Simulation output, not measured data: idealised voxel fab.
Documented hereafter: the process module known as voxel ribs on slabs.
The cross-section on display is named cut; it measures 260 nm wide, and its cells are 5 nm squares.
Just so we're on the same page, the cross-sections are grids of square cells, and they're listed out in bands top to bottom, each band one or more rows deep. Heights first: top, then bottom, in nm. Then materials, left to right, each with a width in nm. "everywhere" on a single material: fills the band edge to edge. "empty": empty space. Heights from 0 (as-received wafer is one material below). Bottom band endless downward, as "z 0 and below". So if you see something like "30 to 40" for the width, read it as the top row of the band sitting at the first number and the bottom row at the second, with every row in between moving by the same amount as the last. "no change" -> step changed no cross-section cell. Basically, "Trapped voids" tells you about the enclosed voids: empty spaces with no open way to the top, 8 cells or bigger, each written width x height at distance, where distance is from the left edge, all in nm. Whatever follows a step's settings on its line is a remark the simulator itself makes about that step. Steps that use a mask can have "overlay nm" on their line. It says how far the mask sat to the right of where it was meant to be. Negative means to the left.
Planned process steps
step 1: RECEIVE (material Si)
step 2: DIRECTIONAL_DEP (material SiO2; thk nm 30)
step 3: DIRECTIONAL_DEP (material SiN; thk nm 20)
step 4: DIRECTIONAL_DEP (material aC; thk nm 10)
step 5: PATTERN (tone cover; mask id RIB; material resist; width nm 20; thk nm 25; overlay nm 0)
step 6: DIRECTIONAL_ETCH (etch materials aC; depth nm 10)
step 7: STRIP (etch materials resist)
step 8: DIRECTIONAL_ETCH (etch materials SiN; depth nm 5)
step 9: STRIP (etch materials aC)
step 10: PATTERN (tone cover; mask id SLAB; material resist; width nm 70; thk nm 15; overlay nm 0)
step 11: DIRECTIONAL_ETCH (etch materials SiN; depth nm 15)
step 12: STRIP (etch materials resist)
step 13: FILL_DEP (material SiO2; thk nm 30)
step 14: CMP (height nm 70)
step 15: DIRECTIONAL_DEP (material TiN; thk nm 5)
step 16: MASKED_ETCH (tone cover; mask id HEATER; width nm 30; etch materials TiN; depth nm 5; overlay nm 0)
step 17: CONFORMAL_DEP (material SiO2; thk nm 5)
First of the two wafers, run per plan
As-received wafer cross-section (after step 1)
z 0 and below = Si everywhere
Trapped voids: none
Cross-section of the wafer after step 2
z 30 to 0 = SiO2 everywhere
Below 0, the layers are the same as they were.
Cross-section of the wafer after step 3
z 50 to 30 = SiN everywhere
Below 30, the layers are the same as they were.
Cross-section of the wafer after step 4
z 60 to 50 = aC everywhere
Below 50, the layers are the same as they were.
Cross-section of the wafer after step 5
z 85 to 60 = empty 120 nm  resist 20 nm  empty 120 nm
Below 60, the layers are the same as they were.
Cross-section of the wafer after step 6
z 75 to 60 = empty 120 nm  resist 20 nm  empty 120 nm
z 60 to 50 = empty 120 nm  aC 20 nm  empty 120 nm
Below 50, the layers are the same as they were.
Cross-section of the wafer after step 7
z 60 to 50 = empty 120 nm  aC 20 nm  empty 120 nm
Below 50, the layers are the same as they were.
Cross-section of the wafer after step 8
z 60 to 50 = empty 120 nm  aC 20 nm  empty 120 nm
z 50 to 45 = empty 120 nm  SiN 20 nm  empty 120 nm
Below 45, the layers are the same as they were.
Cross-section of the wafer after step 9
z 50 to 45 = empty 120 nm  SiN 20 nm  empty 120 nm
Below 45, the layers are the same as they were.
Cross-section of the wafer after step 10
z 65 to 50 = empty 95 nm  resist 70 nm  empty 95 nm
z 50 to 45 = empty 95 nm  resist 25 nm  SiN 20 nm  resist 25 nm  empty 95 nm
Below 45, the layers are the same as they were.
Cross-section of the wafer after step 11
z 65 to 50 = empty 95 nm  resist 70 nm  empty 95 nm
z 50 to 45 = empty 95 nm  resist 25 nm  SiN 20 nm  resist 25 nm  empty 95 nm
z 45 to 30 = empty 95 nm  SiN 70 nm  empty 95 nm
Below 30, the layers are the same as they were.
Cross-section of the wafer after step 12
z 50 to 45 = empty 120 nm  SiN 20 nm  empty 120 nm
Below 45, the layers are the same as they were.
Cross-section of the wafer after step 13
z 80 to 50 = SiO2 everywhere
z 50 to 45 = SiO2 120 nm  SiN 20 nm  SiO2 120 nm
z 45 to 30 = SiO2 95 nm  SiN 70 nm  SiO2 95 nm
Below 30, the layers are the same as they were.
Cross-section of the wafer after step 14
z 70 to 50 = SiO2 everywhere
Below 50, the layers are the same as they were.
Cross-section of the wafer after step 15
z 75 to 70 = TiN everywhere
Below 70, the layers are the same as they were.
Cross-section of the wafer after step 16
z 75 to 70 = empty 115 nm  TiN 30 nm  empty 115 nm
Below 70, the layers are the same as they were.
Cross-section of the wafer after step 17
z 80 to 75 = empty 110 nm  SiO2 40 nm  empty 110 nm
z 75 to 70 = SiO2 115 nm  TiN 30 nm  SiO2 115 nm
Below 70, the layers are the same as they were.
The second wafer was prepared from the same starting point and under the same plan as the first; its processing contained one mistake, and it remains indistinguishable from the first wafer up to and including step 12
Second wafer profile in section, at the moment step 13 of the plan was meant to be complete
z 80 to 50 = aC everywhere
z 50 to 45 = aC 120 nm  SiN 20 nm  aC 120 nm
z 45 to 30 = aC 95 nm  SiN 70 nm  aC 95 nm
Below 30, the layers are the same as they were.
Second wafer profile in section, at the moment step 14 of the plan was meant to be complete
z 70 to 50 = aC everywhere
Below 50, the layers are the same as they were.
Second wafer profile in section, at the moment step 15 of the plan was meant to be complete
z 75 to 70 = TiN everywhere
Below 70, the layers are the same as they were.
Second wafer profile in section, at the moment step 16 of the plan was meant to be complete
z 75 to 70 = empty 115 nm  TiN 30 nm  empty 115 nm
Below 70, the layers are the same as they were.
Second wafer profile in section, at the moment step 17 of the plan was meant to be complete
z 80 to 75 = empty 110 nm  SiO2 40 nm  empty 110 nm
z 75 to 70 = SiO2 115 nm  TiN 30 nm  SiO2 115 nm
Below 70, the layers are the same as they were.
Deviation noted in wafer processing: step 13 was not run as planned; what actually ran was FILL_DEP (material aC; thk nm 30)
Cell-count delta at end, second wafer over first, by material: SiO2: 370 fewer; aC: 370 more
